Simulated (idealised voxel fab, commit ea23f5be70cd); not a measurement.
process module | voxel released beams
cross-section cut | 225 nm wide | cells 5 nm
A cross-section is a grid of square cells, given in bands from the top down. A band is one or more rows of cells.
Each band's line starts with the height of the band's top and of its bottom, in nm. Then come its materials from left to right, each with its width in nm. One material with "throughout" fills the band from edge to edge. "air" is empty space.
Height 0 is the level under which the wafer as received is all one material. The lowest band goes on downwards, as in "0 down".
A width such as "30 to 40" changes by the same amount from each row of cells to the next, from the band's top row to its bottom row.
"no change" after a step means that no cell of the cross-section changed.
closed voids: empty space of 8 cells or more with no open way to the top, each as width x height at its distance from the left edge, in nm
after a step's settings: what the simulator itself notes on the step
overlay nm, on a step with a mask: how far to the right of its planned place the mask lay; to the left if negative
plan
1 op RECEIVE | material Si
2 op CONFORMAL_DEP | material Al2O3 | thk nm 5
3 op DIRECTIONAL_DEP | material SiO2 | thk nm 15
4 op MASKED_ETCH | tone open | mask id ANCHOR | width nm 25 | etch materials SiO2 | depth nm 15 | overlay nm 0
5 op CONFORMAL_DEP | material SiN | thk nm 10
6 op MASKED_ETCH | tone cover | mask id BEAM | width nm 100 | etch materials SiN | depth nm 10 | overlay nm 0
7 op STRIP | etch materials SiO2
varied across the wafers: width nm of step 4. The plan shows the first wafer's value. All wafers start alike
first wafer as received, after step 1
  0 down: Si throughout
  closed voids: none
first wafer at the end, after step 7
  30 to 20: air 60 | SiN 20 | air 5 | SiN 75 | air 65
  20 to 15: air 70 | SiN 10 | air 5 | SiN 10 | air 130
  15 to 5: air 70 | SiN 25 | air 130
  5 to 0: Al2O3 throughout
  0 down: Si throughout
  closed voids: none
last wafer at the end
  30 to 20: air 60 | SiN 10 | air 30 | SiN 60 | air 65
  20 to 15: air 60 | SiN 10 | air 30 | SiN 10 | air 115
  15 to 5: air 60 | SiN 50 | air 115
  5 to 0: Al2O3 throughout
  0 down: Si throughout
  closed voids: none
each wafer at the end: cells of each material gained (+) or lost (-) since it was received, then its closed voids
width nm 25 | +45 Al2O3 | +52 SiN | closed voids: none
width nm 30 | +45 Al2O3 | +52 SiN | closed voids: none
width nm 35 | +45 Al2O3 | +52 SiN | closed voids: none
width nm 40 | +45 Al2O3 | +52 SiN | closed voids: none
width nm 45 | +45 Al2O3 | +52 SiN | closed voids: none
width nm 50 | +45 Al2O3 | +52 SiN | closed voids: none
